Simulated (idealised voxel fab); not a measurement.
The document below concerns the process module designated voxel transistor to metal.
It is cross-section cut that appears here, measuring 215 nm in width, its square cells being 5 nm in size.
In what follows, cross-sections appear as grids of square cells, described through bands that run from the top down, where every band is one or more rows of cells.
Heads up on the band format: heights come first, top then bottom, in nm. After that it's the materials left to right, each with its width in nm. A single material flagged "throughout" fills the whole band edge to edge, and "empty" means there's empty space there.
Below 0: as-received wafer, all one material; heights counted from there. Lowest band: no bottom, goes on down, written "0 down".
With a width like "30 to 40", each row of cells in the band differs from the next by the same amount, the top row carrying the first number and the bottom row the second.
A step reported as "changes: none" is a step in which no cell of the cross-section changed.
In "Enclosed cavities" the enclosed voids are listed, meaning empty spaces of 8 cells or larger without any opening to the top. The form is width x height at distance, distance from the left edge, units nm.
Note: text after step settings on the step line = simulator remark on that step.
overlay nm: right-of-plan distance of the mask on a masked step; negative values mean left-of-plan.
Structure of the following material. The material consists of pairs of cross-sections. Each pair comprises the cross-section before one process step and the cross-section after that step, the latter shown only down to the lowest band that changed. The step between the cross-sections is specified beneath each pair, including its settings. Pairs are not necessarily consecutive: they may derive from different runs of this module performed on the same starting wafer. Continuity with the pair above is to be assumed only where the entry headed "Pre-process" of the pair in question states it.

[Pre-process]
* 40 to 25: SiO2 throughout
* 25 to 5: 90 of SiO2  5 of SiN  5 of HfO2  5 of TiN  5 of W  5 of TiN  5 of HfO2  5 of SiN  90 of SiO2
* 5 to 0: 90 of SiO2  5 of SiN  5 of HfO2  15 of TiN  5 of HfO2  5 of SiN  90 of SiO2
* 0 to -5: 50 of SiO2  40 of pSi  35 of HfO2  40 of pSi  50 of SiO2
* -5 to -20: 55 of SiO2  105 of Si  55 of SiO2
* -20 down: Si throughout
* Enclosed cavities: none

[Cross-Section Thereafter]
* 55 to 25: SiO2 throughout
* No changes below 25.
* Enclosed cavities: none
It is this step that lies between the two cross-sections above: DIRECTIONAL_DEP [material SiO2] [thk nm 15]

Pre-process: this step begins from the cross-section that the pair just above shows after its step.

[Cross-Section Thereafter]
* 70 to 55: 65 of resist  15 of empty  55 of resist  15 of empty  65 of resist
* No changes below 55.
* Enclosed cavities: none
It is this step that lies between the two cross-sections above: PATTERN [tone open] [mask id CONTACT] [material resist] [width nm 15] [pitch nm 70] [thk nm 15] [overlay nm 0]

Pre-process: this step begins from the cross-section that the pair just above shows after its step.

[Cross-Section Thereafter]
* 70 to 55: 65 of resist  15 of empty  55 of resist  15 of empty  65 of resist
* 55 to 25: 65 of SiO2  15 of empty  55 of SiO2  15 of empty  65 of SiO2
* 25 to 15: 65 of SiO2  15 of empty  10 of SiO2  5 of SiN  5 of HfO2  5 of TiN  5 of W  5 of TiN  5 of HfO2  5 of SiN  10 of SiO2  15 of empty  65 of SiO2
* No changes below 15.
* Enclosed cavities: none
It is this step that lies between the two cross-sections above: DIRECTIONAL_ETCH [etch materials SiO2] [depth nm 40]

Pre-process: this step begins from the cross-section that the pair just above shows after its step.

[Cross-Section Thereafter]
* 55 to 25: 65 of SiO2  15 of empty  55 of SiO2  15 of empty  65 of SiO2
* No changes below 25.
* Enclosed cavities: none
It is this step that lies between the two cross-sections above: STRIP [etch materials resist]

Pre-process: this step begins from the cross-section that the pair just above shows after its step.

[Cross-Section Thereafter]
* 60 to 55: 70 of TiN  5 of empty  65 of TiN  5 of empty  70 of TiN
* 55 to 25: 65 of SiO2  5 of TiN  5 of empty  5 of TiN  55 of SiO2  5 of TiN  5 of empty  5 of TiN  65 of SiO2
* 25 to 20: 65 of SiO2  5 of TiN  5 of empty  5 of TiN  10 of SiO2  5 of SiN  5 of HfO2  5 of TiN  5 of W  5 of TiN  5 of HfO2  5 of SiN  10 of SiO2  5 of TiN  5 of empty  5 of TiN  65 of SiO2
* 20 to 15: 65 of SiO2  15 of TiN  10 of SiO2  5 of SiN  5 of HfO2  5 of TiN  5 of W  5 of TiN  5 of HfO2  5 of SiN  10 of SiO2  15 of TiN  65 of SiO2
* No changes below 15.
* Enclosed cavities: none
It is this step that lies between the two cross-sections above: CONFORMAL_DEP [material TiN] [thk nm 5]

Pre-process: this step begins from the cross-section that the pair just above shows after its step.

[Cross-Section Thereafter]
* 65 to 60: Ru throughout
* 60 to 55: 70 of TiN  5 of Ru  65 of TiN  5 of Ru  70 of TiN
* 55 to 25: 65 of SiO2  5 of TiN  5 of Ru  5 of TiN  55 of SiO2  5 of TiN  5 of Ru  5 of TiN  65 of SiO2
* 25 to 20: 65 of SiO2  5 of TiN  5 of Ru  5 of TiN  10 of SiO2  5 of SiN  5 of HfO2  5 of TiN  5 of W  5 of TiN  5 of HfO2  5 of SiN  10 of SiO2  5 of TiN  5 of Ru  5 of TiN  65 of SiO2
* No changes below 20.
* Enclosed cavities: none
It is this step that lies between the two cross-sections above: FILL_DEP [material Ru] [thk nm 5]

Pre-process: this step begins from the cross-section that the pair just above shows after its step.

[Cross-Section Thereafter]
* 40 to 25: 65 of SiO2  5 of TiN  5 of Ru  5 of TiN  55 of SiO2  5 of TiN  5 of Ru  5 of TiN  65 of SiO2
* No changes below 25.
* Enclosed cavities: none
It is this step that lies between the two cross-sections above: CMP [height nm 40]

Pre-process: this step begins from the cross-section that the pair just above shows after its step.

[Cross-Section Thereafter]
* 45 to 40: TiN throughout
* No changes below 40.
* Enclosed cavities: none
It is this step that lies between the two cross-sections above: DIRECTIONAL_DEP [material TiN] [thk nm 5]

Pre-process: this step begins from the cross-section that the pair just above shows after its step.

[Cross-Section Thereafter]
* 60 to 45: W throughout
* No changes below 45.
* Enclosed cavities: none
It is this step that lies between the two cross-sections above: DIRECTIONAL_DEP [material W] [thk nm 15]

Pre-process: this step begins from the cross-section that the pair just above shows after its step.

[Cross-Section Thereafter]
* 75 to 60: aC throughout
* No changes below 60.
* Enclosed cavities: none
It is this step that lies between the two cross-sections above: DIRECTIONAL_DEP [material aC] [thk nm 15]

Pre-process: this step begins from the cross-section that the pair just above shows after its step.

[Cross-Section Thereafter]
* 110 to 75: 65 of empty  15 of resist  55 of empty  15 of resist  65 of empty
* No changes below 75.
* Enclosed cavities: none
It is this step that lies between the two cross-sections above: PATTERN [tone cover] [mask id METAL_1] [material resist] [width nm 15] [pitch nm 70] [thk nm 35] [overlay nm 0]

Pre-process: this step begins from the cross-section that the pair just above shows after its step.

[Cross-Section Thereafter]
* 95 to 75: 65 of empty  15 of resist  55 of empty  15 of resist  65 of empty
* 75 to 60: 65 of empty  15 of aC  55 of empty  15 of aC  65 of empty
* No changes below 60.
* Enclosed cavities: none
It is this step that lies between the two cross-sections above: DIRECTIONAL_ETCH [etch materials aC] [depth nm 15]

Pre-process: this step begins from the cross-section that the pair just above shows after its step.

[Cross-Section Thereafter]
* 75 to 60: 65 of empty  15 of aC  55 of empty  15 of aC  65 of empty
* No changes below 60.
* Enclosed cavities: none
It is this step that lies between the two cross-sections above: STRIP [etch materials resist]

Pre-process: this step begins from the cross-section that the pair just above shows after its step.

[Cross-Section Thereafter]
* 75 to 60: 65 of empty  15 of aC  55 of empty  15 of aC  65 of empty
* 60 to 45: 65 of empty  15 of W  55 of empty  15 of W  65 of empty
* No changes below 45.
* Enclosed cavities: none
It is this step that lies between the two cross-sections above: DIRECTIONAL_ETCH [etch materials W] [depth nm 15]

Pre-process: this step begins from the cross-section that the pair just above shows after its step.

[Cross-Section Thereafter]
* 75 to 60: 65 of empty  15 of aC  55 of empty  15 of aC  65 of empty
* 60 to 45: 65 of empty  15 of W  55 of empty  15 of W  65 of empty
* 45 to 40: 65 of empty  15 of TiN  55 of empty  15 of TiN  65 of empty
* No changes below 40.
* Enclosed cavities: none
It is this step that lies between the two cross-sections above: DIRECTIONAL_ETCH [etch materials TiN] [depth nm 5]

Pre-process: this step begins from the cross-section that the pair just above shows after its step.

[Cross-Section Thereafter]
* 60 to 45: 65 of empty  15 of W  55 of empty  15 of W  65 of empty
* No changes below 45.
* Enclosed cavities: none
It is this step that lies between the two cross-sections above: STRIP [etch materials aC]

Pre-process: this step begins from the cross-section that the pair just above shows after its step.

[Cross-Section Thereafter]
* 65 to 60: 60 of empty  25 of SiCN  45 of empty  25 of SiCN  60 of empty
* 60 to 45: 60 of empty  5 of SiCN  15 of W  5 of SiCN  45 of empty  5 of SiCN  15 of W  5 of SiCN  60 of empty
* 45 to 40: 65 of SiCN  15 of TiN  55 of SiCN  15 of TiN  65 of SiCN
* No changes below 40.
* Enclosed cavities: none
It is this step that lies between the two cross-sections above: CONFORMAL_DEP [material SiCN] [thk nm 5]

Pre-process: this step begins from the cross-section that the pair just above shows after its step.

[Cross-Section Thereafter]
* 70 to 65: lowk throughout
* 65 to 60: 60 of lowk  25 of SiCN  45 of lowk  25 of SiCN  60 of lowk
* 60 to 45: 60 of lowk  5 of SiCN  15 of W  5 of SiCN  45 of lowk  5 of SiCN  15 of W  5 of SiCN  60 of lowk
* No changes below 45.
* Enclosed cavities: none
It is this step that lies between the two cross-sections above: FILL_DEP [material lowk] [thk nm 5]

Pre-process: this step begins from the cross-section that the pair just above shows after its step.

[Cross-Section Thereafter]
* 60 to 45: 60 of lowk  5 of SiCN  15 of W  5 of SiCN  45 of lowk  5 of SiCN  15 of W  5 of SiCN  60 of lowk
* No changes below 45.
* Enclosed cavities: none
It is this step that lies between the two cross-sections above: CMP [height nm 60]

Pre-process: this step begins from the cross-section that the pair just above shows after its step.

[Cross-Section Thereafter]
* 65 to 60: SiN throughout
* No changes below 60.
* Enclosed cavities: none
It is this step that lies between the two cross-sections above: CONFORMAL_DEP [material SiN] [thk nm 5]

[Pre-process]
* 15 to 5: 55 of empty  105 of SiN  55 of empty
* 5 to 0: SiO2 throughout
* 0 to -20: 55 of SiO2  105 of Si  55 of SiO2
* -20 down: Si throughout
* Enclosed cavities: none

[Cross-Section Thereafter]
* 15 to 5: 55 of empty  105 of SiN  55 of empty
* 5 to 0: 60 of empty  95 of SiO2  60 of empty
* No changes below 0.
* Enclosed cavities: none
It is this step that lies between the two cross-sections above: SELECTIVE_ETCH [etch materials SiO2] [depth nm 5]

Pre-process: this step begins from the cross-section that the pair just above shows after its step.

[Cross-Section Thereafter]
* 5 to 0: 60 of empty  95 of SiO2  60 of empty
* No changes below 0.
* Enclosed cavities: none
It is this step that lies between the two cross-sections above: STRIP [etch materials SiN]

Pre-process: this step begins from the cross-section that the pair just above shows after its step.

[Cross-Section Thereafter]
* 5 to 0: 60 of empty  95 of SiO2  60 of empty
* 0 to -5: 65 of SiO2  85 of Si  65 of SiO2
* No changes below -5.
* Enclosed cavities: none
It is this step that lies between the two cross-sections above: OXIDIZE [depth nm 5]

Pre-process: this step begins from the cross-section that the pair just above shows after its step.

[Cross-Section Thereafter]
* 35 to 30: 60 of empty  95 of polySi  60 of empty
* 30 to 5: polySi throughout
* 5 to 0: 60 of polySi  95 of SiO2  60 of polySi
* No changes below 0.
* Enclosed cavities: none
It is this step that lies between the two cross-sections above: DIRECTIONAL_DEP [material polySi] [thk nm 30]

Pre-process: this step begins from the cross-section that the pair just above shows after its step.

[Cross-Section Thereafter]
* 45 to 40: 60 of empty  95 of SiCN  60 of empty
* 40 to 35: SiCN throughout
* 35 to 30: 60 of SiCN  95 of polySi  60 of SiCN
* No changes below 30.
* Enclosed cavities: none
It is this step that lies between the two cross-sections above: DIRECTIONAL_DEP [material SiCN] [thk nm 10]

Pre-process: this step begins from the cross-section that the pair just above shows after its step.

[Cross-Section Thereafter]
* 65 to 45: 95 of empty  25 of resist  95 of empty
* No changes below 45.
* Enclosed cavities: none
It is this step that lies between the two cross-sections above: PATTERN [tone cover] [mask id GATE] [material resist] [width nm 25] [thk nm 20] [overlay nm 0]

Pre-process: this step begins from the cross-section that the pair just above shows after its step.

[Cross-Section Thereafter]
* 65 to 45: 95 of empty  25 of resist  95 of empty
* 45 to 35: 95 of empty  25 of SiCN  95 of empty
* 35 to 30: 60 of empty  95 of polySi  60 of empty
* No changes below 30.
* Enclosed cavities: none
It is this step that lies between the two cross-sections above: DIRECTIONAL_ETCH [etch materials SiCN] [depth nm 20]

Pre-process: this step begins from the cross-section that the pair just above shows after its step.

[Cross-Section Thereafter]
* 65 to 45: 95 of empty  25 of resist  95 of empty
* 45 to 35: 95 of empty  25 of SiCN  95 of empty
* 35 to 5: 95 of empty  25 of polySi  95 of empty
* 5 to 0: 60 of empty  95 of SiO2  60 of empty
* No changes below 0.
* Enclosed cavities: none
It is this step that lies between the two cross-sections above: DIRECTIONAL_ETCH [etch materials polySi] [depth nm 40]

Pre-process: this step begins from the cross-section that the pair just above shows after its step.

[Cross-Section Thereafter]
* 45 to 35: 95 of empty  25 of SiCN  95 of empty
* No changes below 35.
* Enclosed cavities: none
It is this step that lies between the two cross-sections above: STRIP [etch materials resist]

Pre-process: this step begins from the cross-section that the pair just above shows after its step.

[Cross-Section Thereafter]
* 50 to 45: 90 of empty  35 of SiN  90 of empty
* 45 to 35: 90 of empty  5 of SiN  25 of SiCN  5 of SiN  90 of empty
* 35 to 10: 90 of empty  5 of SiN  25 of polySi  5 of SiN  90 of empty
* 10 to 5: 55 of empty  40 of SiN  25 of polySi  40 of SiN  55 of empty
* 5 to 0: 60 of SiN  95 of SiO2  60 of SiN
* No changes below 0.
* Enclosed cavities: none
It is this step that lies between the two cross-sections above: CONFORMAL_DEP [material SiN] [thk nm 5]

Pre-process: this step begins from the cross-section that the pair just above shows after its step.

[Cross-Section Thereafter]
* 45 to 35: 90 of empty  5 of SiN  25 of SiCN  5 of SiN  90 of empty
* 35 to 5: 90 of empty  5 of SiN  25 of polySi  5 of SiN  90 of empty
* 5 to 0: 55 of empty  5 of SiN  95 of SiO2  5 of SiN  55 of empty
* No changes below 0.
* Enclosed cavities: none
It is this step that lies between the two cross-sections above: DIRECTIONAL_ETCH [etch materials SiN] [depth nm 5]

Pre-process: this step begins from the cross-section that the pair just above shows after its step.

[Cross-Section Thereafter]
* 45 to 35: 90 of empty  5 of SiN  25 of SiCN  5 of SiN  90 of empty
* 35 to 5: 90 of empty  5 of SiN  25 of polySi  5 of SiN  90 of empty
* 5 to 0: 55 of empty  5 of SiN  30 of empty  35 of SiO2  30 of empty  5 of SiN  55 of empty
* 0 to -5: 55 of empty  10 of SiO2  85 of Si  10 of SiO2  55 of empty
* No changes below -5.
* Enclosed cavities: none
It is this step that lies between the two cross-sections above: DIRECTIONAL_ETCH [etch materials SiO2] [depth nm 5]

Pre-process: this step begins from the cross-section that the pair just above shows after its step.

[Cross-Section Thereafter]
* 45 to 35: 90 of empty  5 of SiN  25 of SiCN  5 of SiN  90 of empty
* 35 to 5: 90 of empty  5 of SiN  25 of polySi  5 of SiN  90 of empty
* 5 to 0: 55 of empty  5 of SiN  30 of pSi  35 of SiO2  30 of pSi  5 of SiN  55 of empty
* No changes below 0.
* Enclosed cavities: none
It is this step that lies between the two cross-sections above: EPI [material pSi] [thk nm 5]

Pre-process: this step begins from the cross-section that the pair just above shows after its step.

[Cross-Section Thereafter]
* 55 to 45: SiO2 throughout
* 45 to 35: 90 of SiO2  5 of SiN  25 of SiCN  5 of SiN  90 of SiO2
* 35 to 5: 90 of SiO2  5 of SiN  25 of polySi  5 of SiN  90 of SiO2
* 5 to 0: 55 of SiO2  5 of SiN  30 of pSi  35 of SiO2  30 of pSi  5 of SiN  55 of SiO2
* 0 to -5: 65 of SiO2  85 of Si  65 of SiO2
* No changes below -5.
* Enclosed cavities: none
It is this step that lies between the two cross-sections above: FILL_DEP [material SiO2] [thk nm 10]

Pre-process: this step begins from the cross-section that the pair just above shows after its step.

[Cross-Section Thereafter]
* 30 to 5: 90 of SiO2  5 of SiN  25 of polySi  5 of SiN  90 of SiO2
* No changes below 5.
* Enclosed cavities: none
It is this step that lies between the two cross-sections above: CMP [height nm 30]

Pre-process: this step begins from the cross-section that the pair just above shows after its step.

[Cross-Section Thereafter]
* 30 to 5: 90 of SiO2  5 of SiN  25 of empty  5 of SiN  90 of SiO2
* No changes below 5.
* Enclosed cavities: none
It is this step that lies between the two cross-sections above: STRIP [etch materials polySi]

Pre-process: this step begins from the cross-section that the pair just above shows after its step.

[Cross-Section Thereafter]
* 30 to 25: 90 of empty  5 of SiN  25 of empty  5 of SiN  90 of empty
* 25 to 5: 90 of SiO2  5 of SiN  25 of empty  5 of SiN  90 of SiO2
* 5 to 0: 55 of SiO2  5 of SiN  30 of pSi  35 of empty  30 of pSi  5 of SiN  55 of SiO2
* No changes below 0.
* Enclosed cavities: none
It is this step that lies between the two cross-sections above: SELECTIVE_ETCH [etch materials SiO2] [depth nm 5]

Pre-process: this step begins from the cross-section that the pair just above shows after its step.

[Cross-Section Thereafter]
* 35 to 30: 85 of empty  15 of HfO2  15 of empty  15 of HfO2  85 of empty
* 30 to 25: 90 of HfO2  5 of SiN  5 of HfO2  15 of empty  5 of HfO2  5 of SiN  90 of HfO2
* 25 to 5: 90 of SiO2  5 of SiN  5 of HfO2  15 of empty  5 of HfO2  5 of SiN  90 of SiO2
* 5 to 0: 55 of SiO2  5 of SiN  30 of pSi  35 of HfO2  30 of pSi  5 of SiN  55 of SiO2
* No changes below 0.
* Enclosed cavities: none
It is this step that lies between the two cross-sections above: CONFORMAL_DEP [material HfO2] [thk nm 5]

Pre-process: this step begins from the cross-section that the pair just above shows after its step.

[Cross-Section Thereafter]
* 40 to 35: 80 of empty  25 of TiN  5 of empty  25 of TiN  80 of empty
* 35 to 30: 85 of TiN  15 of HfO2  5 of TiN  5 of empty  5 of TiN  15 of HfO2  85 of TiN
* 30 to 25: 90 of HfO2  5 of SiN  5 of HfO2  5 of TiN  5 of empty  5 of TiN  5 of HfO2  5 of SiN  90 of HfO2
* 25 to 10: 90 of SiO2  5 of SiN  5 of HfO2  5 of TiN  5 of empty  5 of TiN  5 of HfO2  5 of SiN  90 of SiO2
* 10 to 5: 90 of SiO2  5 of SiN  5 of HfO2  15 of TiN  5 of HfO2  5 of SiN  90 of SiO2
* No changes below 5.
* Enclosed cavities: none
It is this step that lies between the two cross-sections above: CONFORMAL_DEP [material TiN] [thk nm 5]

Pre-process: this step begins from the cross-section that the pair just above shows after its step.

[Cross-Section Thereafter]
* 45 to 40: W throughout
* 40 to 35: 80 of W  25 of TiN  5 of W  25 of TiN  80 of W
* 35 to 30: 85 of TiN  15 of HfO2  5 of TiN  5 of W  5 of TiN  15 of HfO2  85 of TiN
* 30 to 25: 90 of HfO2  5 of SiN  5 of HfO2  5 of TiN  5 of W  5 of TiN  5 of HfO2  5 of SiN  90 of HfO2
* 25 to 10: 90 of SiO2  5 of SiN  5 of HfO2  5 of TiN  5 of W  5 of TiN  5 of HfO2  5 of SiN  90 of SiO2
* No changes below 10.
* Enclosed cavities: none
It is this step that lies between the two cross-sections above: FILL_DEP [material W] [thk nm 5]

Pre-process: this step begins from the cross-section that the pair just above shows after its step.

[Cross-Section Thereafter]
* 25 to 10: 90 of SiO2  5 of SiN  5 of HfO2  5 of TiN  5 of W  5 of TiN  5 of HfO2  5 of SiN  90 of SiO2
* No changes below 10.
* Enclosed cavities: none
It is this step that lies between the two cross-sections above: CMP [height nm 25]

Pre-process: this step begins from the cross-section that the pair just above shows after its step.

[Cross-Section Thereafter]
* 40 to 25: SiO2 throughout
* No changes below 25.
* Enclosed cavities: none
It is this step that lies between the two cross-sections above: DIRECTIONAL_DEP [material SiO2] [thk nm 15]

Pre-process: this step begins from the cross-section that the pair just above shows after its step.

[Cross-Section Thereafter]
* 55 to 40: 65 of resist  15 of empty  55 of resist  15 of empty  65 of resist
* No changes below 40.
* Enclosed cavities: none
It is this step that lies between the two cross-sections above: PATTERN [tone open] [mask id CONTACT] [material resist] [width nm 15] [pitch nm 70] [thk nm 15] [overlay nm 0]

Pre-process: this step begins from the cross-section that the pair just above shows after its step.

[Cross-Section Thereafter]
* 55 to 40: 65 of resist  15 of empty  55 of resist  15 of empty  65 of resist
* 40 to 25: 65 of SiO2  15 of empty  55 of SiO2  15 of empty  65 of SiO2
* 25 to 10: 65 of SiO2  15 of empty  10 of SiO2  5 of SiN  5 of HfO2  5 of TiN  5 of W  5 of TiN  5 of HfO2  5 of SiN  10 of SiO2  15 of empty  65 of SiO2
* 10 to 5: 65 of SiO2  15 of empty  10 of SiO2  5 of SiN  5 of HfO2  15 of TiN  5 of HfO2  5 of SiN  10 of SiO2  15 of empty  65 of SiO2
* No changes below 5.
* Enclosed cavities: none
It is this step that lies between the two cross-sections above: DIRECTIONAL_ETCH [etch materials SiO2] [depth nm 40]

Pre-process: this step begins from the cross-section that the pair just above shows after its step.

[Cross-Section Thereafter]
* 40 to 25: 65 of SiO2  15 of empty  55 of SiO2  15 of empty  65 of SiO2
* No changes below 25.
* Enclosed cavities: none
It is this step that lies between the two cross-sections above: STRIP [etch materials resist]

Pre-process: this step begins from the cross-section that the pair just above shows after its step.

[Cross-Section Thereafter]
* 45 to 40: 70 of TiN  5 of empty  65 of TiN  5 of empty  70 of TiN
* 40 to 25: 65 of SiO2  5 of TiN  5 of empty  5 of TiN  55 of SiO2  5 of TiN  5 of empty  5 of TiN  65 of SiO2
* 25 to 10: 65 of SiO2  5 of TiN  5 of empty  5 of TiN  10 of SiO2  5 of SiN  5 of HfO2  5 of TiN  5 of W  5 of TiN  5 of HfO2  5 of SiN  10 of SiO2  5 of TiN  5 of empty  5 of TiN  65 of SiO2
* 10 to 5: 65 of SiO2  15 of TiN  10 of SiO2  5 of SiN  5 of HfO2  15 of TiN  5 of HfO2  5 of SiN  10 of SiO2  15 of TiN  65 of SiO2
* No changes below 5.
* Enclosed cavities: none
It is this step that lies between the two cross-sections above: CONFORMAL_DEP [material TiN] [thk nm 5]

Pre-process: this step begins from the cross-section that the pair just above shows after its step.

[Cross-Section Thereafter]
* 50 to 45: Ru throughout
* 45 to 40: 70 of TiN  5 of Ru  65 of TiN  5 of Ru  70 of TiN
* 40 to 25: 65 of SiO2  5 of TiN  5 of Ru  5 of TiN  55 of SiO2  5 of TiN  5 of Ru  5 of TiN  65 of SiO2
* 25 to 10: 65 of SiO2  5 of TiN  5 of Ru  5 of TiN  10 of SiO2  5 of SiN  5 of HfO2  5 of TiN  5 of W  5 of TiN  5 of HfO2  5 of SiN  10 of SiO2  5 of TiN  5 of Ru  5 of TiN  65 of SiO2
* No changes below 10.
* Enclosed cavities: none
It is this step that lies between the two cross-sections above: FILL_DEP [material Ru] [thk nm 5]

Pre-process: this step begins from the cross-section that the pair just above shows after its step.

[Cross-Section Thereafter]
* 40 to 25: 65 of SiO2  5 of TiN  5 of Ru  5 of TiN  55 of SiO2  5 of TiN  5 of Ru  5 of TiN  65 of SiO2
* No changes below 25.
* Enclosed cavities: none
It is this step that lies between the two cross-sections above: CMP [height nm 40]

Pre-process: this step begins from the cross-section that the pair just above shows after its step.

[Cross-Section Thereafter]
* 45 to 40: TiN throughout
* No changes below 40.
* Enclosed cavities: none
It is this step that lies between the two cross-sections above: DIRECTIONAL_DEP [material TiN] [thk nm 5]

Pre-process: this step begins from the cross-section that the pair just above shows after its step.

[Cross-Section Thereafter]
* 60 to 45: W throughout
* No changes below 45.
* Enclosed cavities: none
It is this step that lies between the two cross-sections above: DIRECTIONAL_DEP [material W] [thk nm 15]

Pre-process: this step begins from the cross-section that the pair just above shows after its step.

[Cross-Section Thereafter]
* 75 to 60: aC throughout
* No changes below 60.
* Enclosed cavities: none
It is this step that lies between the two cross-sections above: DIRECTIONAL_DEP [material aC] [thk nm 15]

Pre-process: this step begins from the cross-section that the pair just above shows after its step.

[Cross-Section Thereafter]
* 110 to 75: 65 of empty  15 of resist  55 of empty  15 of resist  65 of empty
* No changes below 75.
* Enclosed cavities: none
It is this step that lies between the two cross-sections above: PATTERN [tone cover] [mask id METAL_1] [material resist] [width nm 15] [pitch nm 70] [thk nm 35] [overlay nm 0]

Pre-process: this step begins from the cross-section that the pair just above shows after its step.

[Cross-Section Thereafter]
* 95 to 75: 65 of empty  15 of resist  55 of empty  15 of resist  65 of empty
* 75 to 60: 65 of empty  15 of aC  55 of empty  15 of aC  65 of empty
* No changes below 60.
* Enclosed cavities: none
It is this step that lies between the two cross-sections above: DIRECTIONAL_ETCH [etch materials aC] [depth nm 15]

Pre-process: this step begins from the cross-section that the pair just above shows after its step.

[Cross-Section Thereafter]
* 75 to 60: 65 of empty  15 of aC  55 of empty  15 of aC  65 of empty
* No changes below 60.
* Enclosed cavities: none
It is this step that lies between the two cross-sections above: STRIP [etch materials resist]

Pre-process: this step begins from the cross-section that the pair just above shows after its step.

[Cross-Section Thereafter]
* 75 to 60: 65 of empty  15 of aC  55 of empty  15 of aC  65 of empty
* 60 to 45: 65 of empty  15 of W  55 of empty  15 of W  65 of empty
* No changes below 45.
* Enclosed cavities: none
It is this step that lies between the two cross-sections above: DIRECTIONAL_ETCH [etch materials W] [depth nm 15]

Pre-process: this step begins from the cross-section that the pair just above shows after its step.

[Cross-Section Thereafter]
* 75 to 60: 65 of empty  15 of aC  55 of empty  15 of aC  65 of empty
* 60 to 45: 65 of empty  15 of W  55 of empty  15 of W  65 of empty
* 45 to 40: 65 of empty  15 of TiN  55 of empty  15 of TiN  65 of empty
* No changes below 40.
* Enclosed cavities: none
It is this step that lies between the two cross-sections above: DIRECTIONAL_ETCH [etch materials TiN] [depth nm 5]

Pre-process: this step begins from the cross-section that the pair just above shows after its step.

[Cross-Section Thereafter]
* 60 to 45: 65 of empty  15 of W  55 of empty  15 of W  65 of empty
* No changes below 45.
* Enclosed cavities: none
It is this step that lies between the two cross-sections above: STRIP [etch materials aC]

Pre-process: this step begins from the cross-section that the pair just above shows after its step.

[Cross-Section Thereafter]
* 65 to 60: 60 of empty  25 of SiCN  45 of empty  25 of SiCN  60 of empty
* 60 to 45: 60 of empty  5 of SiCN  15 of W  5 of SiCN  45 of empty  5 of SiCN  15 of W  5 of SiCN  60 of empty
* 45 to 40: 65 of SiCN  15 of TiN  55 of SiCN  15 of TiN  65 of SiCN
* No changes below 40.
* Enclosed cavities: none
It is this step that lies between the two cross-sections above: CONFORMAL_DEP [material SiCN] [thk nm 5]

Pre-process: this step begins from the cross-section that the pair just above shows after its step.

[Cross-Section Thereafter]
* 70 to 65: lowk throughout
* 65 to 60: 60 of lowk  25 of SiCN  45 of lowk  25 of SiCN  60 of lowk
* 60 to 45: 60 of lowk  5 of SiCN  15 of W  5 of SiCN  45 of lowk  5 of SiCN  15 of W  5 of SiCN  60 of lowk
* No changes below 45.
* Enclosed cavities: none
It is this step that lies between the two cross-sections above: FILL_DEP [material lowk] [thk nm 5]

Pre-process: this step begins from the cross-section that the pair just above shows after its step.

[Cross-Section Thereafter]
* 60 to 45: 60 of lowk  5 of SiCN  15 of W  5 of SiCN  45 of lowk  5 of SiCN  15 of W  5 of SiCN  60 of lowk
* No changes below 45.
* Enclosed cavities: none
It is this step that lies between the two cross-sections above: CMP [height nm 60]

Pre-process: this step begins from the cross-section that the pair just above shows after its step.

[Cross-Section Thereafter]
* 65 to 60: SiN throughout
* No changes below 60.
* Enclosed cavities: none
It is this step that lies between the two cross-sections above: CONFORMAL_DEP [material SiN] [thk nm 5]

[Pre-process]
* 60 to 45: 65 of empty  15 of W  55 of empty  15 of W  65 of empty
* 45 to 40: 65 of empty  15 of TiN  55 of empty  15 of TiN  65 of empty
* 40 to 25: 65 of SiO2  5 of TiN  5 of Ru  5 of TiN  55 of SiO2  5 of TiN  5 of Ru  5 of TiN  65 of SiO2
* 25 to 5: 65 of SiO2  5 of TiN  5 of Ru  5 of TiN  10 of SiO2  5 of SiN  5 of HfO2  5 of TiN  5 of W  5 of TiN  5 of HfO2  5 of SiN  10 of SiO2  5 of TiN  5 of Ru  5 of TiN  65 of SiO2
* 5 to 0: 65 of SiO2  15 of TiN  10 of SiO2  5 of SiN  5 of HfO2  15 of TiN  5 of HfO2  5 of SiN  10 of SiO2  15 of TiN  65 of SiO2
* 0 to -5: 50 of SiO2  40 of pSi  35 of HfO2  40 of pSi  50 of SiO2
* -5 to -20: 55 of SiO2  105 of Si  55 of SiO2
* -20 down: Si throughout
* Enclosed cavities: none

[Cross-Section Thereafter]
* 75 to 60: 50 of empty  45 of SiCN  25 of empty  45 of SiCN  50 of empty
* 60 to 55: 50 of empty  15 of SiCN  15 of W  15 of SiCN  25 of empty  15 of SiCN  15 of W  15 of SiCN  50 of empty
* 55 to 45: 65 of SiCN  15 of W  55 of SiCN  15 of W  65 of SiCN
* 45 to 40: 65 of SiCN  15 of TiN  55 of SiCN  15 of TiN  65 of SiCN
* No changes below 40.
* Enclosed cavities: none
It is this step that lies between the two cross-sections above: CONFORMAL_DEP [material SiCN] [thk nm 15]

Pre-process: this step begins from the cross-section that the pair just above shows after its step.

[Cross-Section Thereafter]
* 80 to 75: lowk throughout
* 75 to 60: 50 of lowk  45 of SiCN  25 of lowk  45 of SiCN  50 of lowk
* 60 to 55: 50 of lowk  15 of SiCN  15 of W  15 of SiCN  25 of lowk  15 of SiCN  15 of W  15 of SiCN  50 of lowk
* No changes below 55.
* Enclosed cavities: none
It is this step that lies between the two cross-sections above: FILL_DEP [material lowk] [thk nm 5]

Pre-process: this step begins from the cross-section that the pair just above shows after its step.

[Cross-Section Thereafter]
* 60 to 55: 50 of lowk  15 of SiCN  15 of W  15 of SiCN  25 of lowk  15 of SiCN  15 of W  15 of SiCN  50 of lowk
* No changes below 55.
* Enclosed cavities: none
It is this step that lies between the two cross-sections above: CMP [height nm 60]

Pre-process: this step begins from the cross-section that the pair just above shows after its step.

[Cross-Section Thereafter]
* 65 to 60: SiN throughout
* No changes below 60.
* Enclosed cavities: none
It is this step that lies between the two cross-sections above: CONFORMAL_DEP [material SiN] [thk nm 5]

[Pre-process]
* 40 to 30: SiCN throughout
* 30 to 0: polySi throughout
* 0 to -5: SiO2 throughout
* -5 to -20: 55 of SiO2  105 of Si  55 of SiO2
* -20 down: Si throughout
* Enclosed cavities: none

[Cross-Section Thereafter]
* 60 to 40: 100 of empty  15 of resist  100 of empty
* No changes below 40.
* Enclosed cavities: none
It is this step that lies between the two cross-sections above: PATTERN [tone cover] [mask id GATE] [material resist] [width nm 15] [thk nm 20] [overlay nm 0]
